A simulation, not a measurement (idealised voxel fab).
The process module that follows is named voxel transistor to metal.
Shown is cross-section cut, with a width of 160 nm and square cells of size 5 nm.
The cross-sections in this document take the form of a grid made of square cells. They are written out as bands, in order from top to bottom. Each band consists of one or more rows of cells.
Per band: top height and bottom height in nm, followed by the left-to-right materials and their widths in nm; "everywhere" marks a single material spanning edge to edge, "air" marks empty space.
Measure heights from 0. That's the level where, below it, the as-received wafer is all one material. The lowest band is bottomless and extends downward; write it as in "from 0 down".
A width given as "30 to 40" starts at the first number in the band's top row and ends at the second number in its bottom row, shifting by an equal amount at every step from row to row.
Step note "nothing changed" = no cross-section cell changed.
The label "Closed void entries" introduces a list of the empty spaces, 8 cells or larger, that have no open way up to the top; each entry in it reads width x height at distance, where the distance is taken from the left edge and all three are stated in nm.
If you see something after the settings on a step's line, that's the simulator's own remark about that step.
Steps that use a mask can have "overlay nm" on their line. It says how far the mask sat to the right of where it was meant to be. Negative means to the left.

List of planned process steps
1. RECEIVE, material Si
2. OXIDIZE, depth nm 5
3. CONFORMAL_DEP, material SiN, thk nm 10
4. MASKED_ETCH, tone cover, mask id ACTIVE, width nm 100, etch materials SiN, depth nm 10, overlay nm 0
5. MASKED_ETCH, tone cover, mask id ACTIVE, width nm 100, etch materials SiO2, depth nm 5, overlay nm 0
6. MASKED_ETCH, tone cover, mask id ACTIVE, width nm 100, etch materials Si, depth nm 30, overlay nm 0
7. FILL_DEP, material SiO2, thk nm 5
8. CMP, height nm 10
9. SELECTIVE_ETCH, etch materials SiO2, depth nm 5
10. STRIP, etch materials SiN
11. SELECTIVE_ETCH, etch materials SiO2, depth nm 5
12. OXIDIZE, depth nm 5
13. DIRECTIONAL_DEP, material polySi, thk nm 30
14. DIRECTIONAL_DEP, material SiCN, thk nm 15
15. DIRECTIONAL_DEP, material aC, thk nm 10
16. PATTERN, tone cover, mask id GATE, material resist, width nm 20, thk nm 30, overlay nm 0
17. DIRECTIONAL_ETCH, etch materials aC, depth nm 10
18. STRIP, etch materials resist
19. DIRECTIONAL_ETCH, etch materials SiCN, depth nm 25
20. DIRECTIONAL_ETCH, etch materials polySi, depth nm 40
21. STRIP, etch materials aC
22. CONFORMAL_DEP, material SiO2, thk nm 5
23. DIRECTIONAL_ETCH, etch materials SiO2, depth nm 5
24. CONFORMAL_DEP, material SiN, thk nm 10
25. DIRECTIONAL_ETCH, etch materials SiN, depth nm 10
26. DIRECTIONAL_ETCH, etch materials SiO2, depth nm 5
27. DIRECTIONAL_ETCH, etch materials Si, depth nm 15
28. EPI, material SiGe, thk nm 15
29. FILL_DEP, material SiO2, thk nm 5
30. CMP, height nm 40
31. DIRECTIONAL_DEP, material SiO2, thk nm 15
32. DIRECTIONAL_DEP, material aC, thk nm 10
33. PATTERN, tone open, mask id CONTACT, material resist, width nm 25, pitch nm 55, thk nm 30, overlay nm 0
34. DIRECTIONAL_ETCH, etch materials aC, depth nm 10
35. STRIP, etch materials resist
36. DIRECTIONAL_ETCH, etch materials SiO2, depth nm 50
37. STRIP, etch materials aC
38. CONFORMAL_DEP, material TiN, thk nm 5
39. FILL_DEP, material Ru, thk nm 5
40. CMP, height nm 55
41. DIRECTIONAL_DEP, material TiN, thk nm 5
42. DIRECTIONAL_DEP, material W, thk nm 25
43. PATTERN, tone cover, mask id METAL_1, material resist, width nm 15, pitch nm 65, thk nm 15, overlay nm 0
44. DIRECTIONAL_ETCH, etch materials W, depth nm 25
45. DIRECTIONAL_ETCH, etch materials TiN, depth nm 5
46. STRIP, etch materials resist
47. FILL_DEP, material lowk, thk nm 5
48. CMP, height nm 85
49. CONFORMAL_DEP, material SiCN, thk nm 5

Cross-sectional view of the wafer in its as-received condition, corresponding to the state after step 1
* from 0 down | Si everywhere
* Closed void entries: none

Wafer at module end, in section. Began as above, planned as above, run with one mistake
* from 90 to 85 | SiCN everywhere
* from 85 to 60 | lowk 40 nm  W 15 nm  lowk 50 nm  W 15 nm  lowk 40 nm
* from 60 to 55 | lowk 40 nm  TiN 15 nm  lowk 50 nm  TiN 15 nm  lowk 40 nm
* from 55 to 45 | SiO2 40 nm  TiN 5 nm  Ru 15 nm  TiN 5 nm  SiO2 30 nm  TiN 5 nm  Ru 15 nm  TiN 5 nm  SiO2 40 nm
* from 45 to 40 | SiO2 40 nm  TiN 5 nm  Ru 5 nm  TiN 15 nm  SiO2 30 nm  TiN 15 nm  Ru 5 nm  TiN 5 nm  SiO2 40 nm
* from 40 to 25 | SiO2 40 nm  TiN 5 nm  Ru 5 nm  TiN 5 nm  SiN 10 nm  SiO2 5 nm  SiCN 20 nm  SiO2 5 nm  SiN 10 nm  TiN 5 nm  Ru 5 nm  TiN 5 nm  SiO2 40 nm
* from 25 to 10 | SiO2 40 nm  TiN 5 nm  Ru 5 nm  TiN 5 nm  SiN 10 nm  SiO2 5 nm  polySi 20 nm  SiO2 5 nm  SiN 10 nm  TiN 5 nm  Ru 5 nm  TiN 5 nm  SiO2 40 nm
* from 10 to 5 | SiO2 40 nm  TiN 15 nm  SiN 10 nm  SiO2 5 nm  polySi 20 nm  SiO2 5 nm  SiN 10 nm  TiN 15 nm  SiO2 40 nm
* from 5 to 0 | SiO2 40 nm  SiGe 15 nm  SiN 10 nm  SiO2 5 nm  polySi 20 nm  SiO2 5 nm  SiN 10 nm  SiGe 25 nm  SiO2 30 nm
* from 0 to -5 | SiO2 35 nm  SiN 10 nm  SiGe 10 nm  SiN 10 nm  SiO2 5 nm  polySi 20 nm  SiO2 5 nm  SiN 10 nm  SiGe 20 nm  SiN 10 nm  SiO2 25 nm
* from -5 to -10 | SiO2 45 nm  SiGe 10 nm  SiO2 50 nm  SiGe 20 nm  SiO2 35 nm
* from -10 to -25 | SiO2 30 nm  Si 15 nm  SiGe 10 nm  Si 50 nm  SiGe 20 nm  Si 10 nm  SiO2 25 nm
* from -25 to -35 | SiO2 30 nm  Si 105 nm  SiO2 25 nm
* from -35 down | Si everywhere
* Closed void entries: none
Deviation noted in wafer processing: step 4 ran differently from the plan; actual operation with settings: MASKED_ETCH, tone cover, mask id ACTIVE, width nm 100, etch materials SiN, depth nm 10, overlay nm 5
